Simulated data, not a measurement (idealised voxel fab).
The document below concerns the process module designated voxel self aligned contacts.
The cross-section shown here is cut; it is 215 nm wide and divided into square cells measuring 5 nm on a side.
Cross-section format: a grid of square cells, given as bands from top to bottom; each band is one or more rows of cells.
The band entry comprises the height of the band's top followed by the height of its bottom, expressed in nm, and subsequently the band's materials from left to right, each stated together with its width in nm. Where a single material is marked with the word "full width", that material fills the band from edge to edge. The word "air" represents empty space.
The reference from which all heights are counted is 0, the level beneath which the as-received wafer is entirely one material; the lowest band, having no lower bound, proceeds downward and is written after the example "z 0 and below".
The two numbers in a width such as "30..40" mark its ends across the band: the first belongs to the top row of cells, the second to the bottom row, and from each row to the next the width moves by the same amount.
When a step is marked "remained the same", none of the cells in the cross-section changed during that step.
So "Closed void roster" is basically the list of trapped voids: any empty space of 8 cells or more that can't reach the top through an opening. They're written width x height at distance, the distance being from the left edge, and it's all nm.
Past the settings on a step's line: simulator remark, on that step.
The optional step-line setting "overlay nm" applies to steps with a mask and quantifies how far to the right of its planned location the mask lay, a negative value indicating leftward placement.

Process steps foreseen in the plan
1 RECEIVE, material Si
2 OXIDIZE, depth nm 5
3 DIRECTIONAL_DEP, material polySi, thk nm 25
4 DIRECTIONAL_DEP, material SiN, thk nm 20
5 DIRECTIONAL_DEP, material aC, thk nm 10
6 PATTERN, tone cover, mask id GATE, material resist, width nm 25, pitch nm 50, thk nm 30, overlay nm 0
7 DIRECTIONAL_ETCH, etch materials aC, depth nm 10
8 STRIP, etch materials resist
9 DIRECTIONAL_ETCH, etch materials SiN, depth nm 20
10 DIRECTIONAL_ETCH, etch materials polySi, depth nm 25
11 STRIP, etch materials aC
12 CONFORMAL_DEP, material SiN, thk nm 5
13 DIRECTIONAL_ETCH, etch materials SiN, depth nm 5
14 FILL_DEP, material SiO2, thk nm 10
15 CMP, height nm 50
16 MASKED_ETCH, tone open, mask id CONTACT, width nm 35, etch materials SiO2, depth nm 55, overlay nm 0
17 CONFORMAL_DEP, material TiN, thk nm 5
18 FILL_DEP, material Ru, thk nm 5
19 CMP, height nm 50
20 CONFORMAL_DEP, material SiN, thk nm 5

The first of the two wafers, which ran as planned

Cross-section of the wafer at receipt, which is the condition after step 1
	z 0 and below: Si full width
	Closed void roster: none

Cross-section of the wafer subsequent to step 2
	z 0 to -5: SiO2 full width
	Heights below -5 show no change.

Cross-section of the wafer subsequent to step 3
	z 25 to 0: polySi full width
	Heights below 0 show no change.

Cross-section of the wafer subsequent to step 4
	z 45 to 25: SiN full width
	Heights below 25 show no change.

Cross-section of the wafer subsequent to step 5
	z 55 to 45: aC full width
	Heights below 45 show no change.

Cross-section of the wafer subsequent to step 6
	z 85 to 55: 70 air, then 25 resist, then 25 air, then 25 resist, then 70 air
	Heights below 55 show no change.

Cross-section of the wafer subsequent to step 7
	z 75 to 55: 70 air, then 25 resist, then 25 air, then 25 resist, then 70 air
	z 55 to 45: 70 air, then 25 aC, then 25 air, then 25 aC, then 70 air
	Heights below 45 show no change.

Cross-section of the wafer subsequent to step 8
	z 55 to 45: 70 air, then 25 aC, then 25 air, then 25 aC, then 70 air
	Heights below 45 show no change.

Cross-section of the wafer subsequent to step 9
	z 55 to 45: 70 air, then 25 aC, then 25 air, then 25 aC, then 70 air
	z 45 to 25: 70 air, then 25 SiN, then 25 air, then 25 SiN, then 70 air
	Heights below 25 show no change.

Cross-section of the wafer subsequent to step 10
	z 55 to 45: 70 air, then 25 aC, then 25 air, then 25 aC, then 70 air
	z 45 to 25: 70 air, then 25 SiN, then 25 air, then 25 SiN, then 70 air
	z 25 to 0: 70 air, then 25 polySi, then 25 air, then 25 polySi, then 70 air
	Heights below 0 show no change.

Cross-section of the wafer subsequent to step 11
	z 45 to 25: 70 air, then 25 SiN, then 25 air, then 25 SiN, then 70 air
	Heights below 25 show no change.

Cross-section of the wafer subsequent to step 12
	z 50 to 25: 65 air, then 35 SiN, then 15 air, then 35 SiN, then 65 air
	z 25 to 5: 65 air, then 5 SiN, then 25 polySi, then 5 SiN, then 15 air, then 5 SiN, then 25 polySi, then 5 SiN, then 65 air
	z 5 to 0: 70 SiN, then 25 polySi, then 25 SiN, then 25 polySi, then 70 SiN
	Heights below 0 show no change.

Cross-section of the wafer subsequent to step 13
	z 45 to 25: 65 air, then 35 SiN, then 15 air, then 35 SiN, then 65 air
	z 25 to 0: 65 air, then 5 SiN, then 25 polySi, then 5 SiN, then 15 air, then 5 SiN, then 25 polySi, then 5 SiN, then 65 air
	Heights below 0 show no change.

Cross-section of the wafer subsequent to step 14
	z 55 to 45: SiO2 full width
	z 45 to 25: 65 SiO2, then 35 SiN, then 15 SiO2, then 35 SiN, then 65 SiO2
	z 25 to 0: 65 SiO2, then 5 SiN, then 25 polySi, then 5 SiN, then 15 SiO2, then 5 SiN, then 25 polySi, then 5 SiN, then 65 SiO2
	Heights below 0 show no change.

Cross-section of the wafer subsequent to step 15
	z 50 to 45: SiO2 full width
	Heights below 45 show no change.

Cross-section of the wafer subsequent to step 16
	z 50 to 45: 90 SiO2, then 35 air, then 90 SiO2
	z 45 to 25: 65 SiO2, then 35 SiN, then 15 air, then 35 SiN, then 65 SiO2
	z 25 to 0: 65 SiO2, then 5 SiN, then 25 polySi, then 5 SiN, then 15 air, then 5 SiN, then 25 polySi, then 5 SiN, then 65 SiO2
	z 0 to -5: 100 SiO2, then 15 air, then 100 SiO2
	Heights below -5 show no change.

Cross-section of the wafer subsequent to step 17
	z 55 to 50: 95 TiN, then 25 air, then 95 TiN
	z 50 to 45: 90 SiO2, then 15 TiN, then 5 air, then 15 TiN, then 90 SiO2
	z 45 to 25: 65 SiO2, then 35 SiN, then 5 TiN, then 5 air, then 5 TiN, then 35 SiN, then 65 SiO2
	z 25 to 0: 65 SiO2, then 5 SiN, then 25 polySi, then 5 SiN, then 5 TiN, then 5 air, then 5 TiN, then 5 SiN, then 25 polySi, then 5 SiN, then 65 SiO2
	z 0 to -5: 100 SiO2, then 15 TiN, then 100 SiO2
	Heights below -5 show no change.

Cross-section of the wafer subsequent to step 18
	z 60 to 55: Ru full width
	z 55 to 50: 95 TiN, then 25 Ru, then 95 TiN
	z 50 to 45: 90 SiO2, then 15 TiN, then 5 Ru, then 15 TiN, then 90 SiO2
	z 45 to 25: 65 SiO2, then 35 SiN, then 5 TiN, then 5 Ru, then 5 TiN, then 35 SiN, then 65 SiO2
	z 25 to 0: 65 SiO2, then 5 SiN, then 25 polySi, then 5 SiN, then 5 TiN, then 5 Ru, then 5 TiN, then 5 SiN, then 25 polySi, then 5 SiN, then 65 SiO2
	Heights below 0 show no change.

Cross-section of the wafer subsequent to step 19
	z 50 to 45: 90 SiO2, then 15 TiN, then 5 Ru, then 15 TiN, then 90 SiO2
	Heights below 45 show no change.

Cross-section of the wafer subsequent to step 20
	z 55 to 50: SiN full width
	Heights below 50 show no change.

Okay, second wafer. Nothing different at the start, nothing different in the plan, just one mistake somewhere in the running. As far as step 15, counting that step, it's the first wafer all over again

Here is the second wafer in cross-section at the point where step 16 of the plan should have been done
	z 50 to 45: 90 SiO2, then 35 air, then 90 SiO2
	z 45 to 25: 65 SiO2, then 35 SiN, then 15 air, then 35 SiN, then 65 SiO2
	z 25 to 5: 65 SiO2, then 5 SiN, then 25 polySi, then 5 SiN, then 15 air, then 5 SiN, then 25 polySi, then 5 SiN, then 65 SiO2
	Heights below 5 show no change.

Here is the second wafer in cross-section at the point where step 17 of the plan should have been done
	z 55 to 50: 95 TiN, then 25 air, then 95 TiN
	z 50 to 45: 90 SiO2, then 15 TiN, then 5 air, then 15 TiN, then 90 SiO2
	z 45 to 25: 65 SiO2, then 35 SiN, then 5 TiN, then 5 air, then 5 TiN, then 35 SiN, then 65 SiO2
	z 25 to 10: 65 SiO2, then 5 SiN, then 25 polySi, then 5 SiN, then 5 TiN, then 5 air, then 5 TiN, then 5 SiN, then 25 polySi, then 5 SiN, then 65 SiO2
	z 10 to 5: 65 SiO2, then 5 SiN, then 25 polySi, then 5 SiN, then 15 TiN, then 5 SiN, then 25 polySi, then 5 SiN, then 65 SiO2
	Heights below 5 show no change.

Here is the second wafer in cross-section at the point where step 18 of the plan should have been done
	z 60 to 55: Ru full width
	z 55 to 50: 95 TiN, then 25 Ru, then 95 TiN
	z 50 to 45: 90 SiO2, then 15 TiN, then 5 Ru, then 15 TiN, then 90 SiO2
	z 45 to 25: 65 SiO2, then 35 SiN, then 5 TiN, then 5 Ru, then 5 TiN, then 35 SiN, then 65 SiO2
	z 25 to 10: 65 SiO2, then 5 SiN, then 25 polySi, then 5 SiN, then 5 TiN, then 5 Ru, then 5 TiN, then 5 SiN, then 25 polySi, then 5 SiN, then 65 SiO2
	Heights below 10 show no change.

Here is the second wafer in cross-section at the point where step 19 of the plan should have been done
	z 50 to 45: 90 SiO2, then 15 TiN, then 5 Ru, then 15 TiN, then 90 SiO2
	Heights below 45 show no change.

Here is the second wafer in cross-section at the point where step 20 of the plan should have been done
	z 55 to 50: SiN full width
	Heights below 50 show no change.
What was done differently from what was planned? step 16 did not use the planned setting and instead ran as MASKED_ETCH, tone open, mask id CONTACT, width nm 35, etch materials SiO2, depth nm 45, overlay nm 0
End check, counted in cells, second wafer has more or fewer of these materials than the first: Ru: 2 fewer | SiO2: 6 more | TiN: 4 fewer
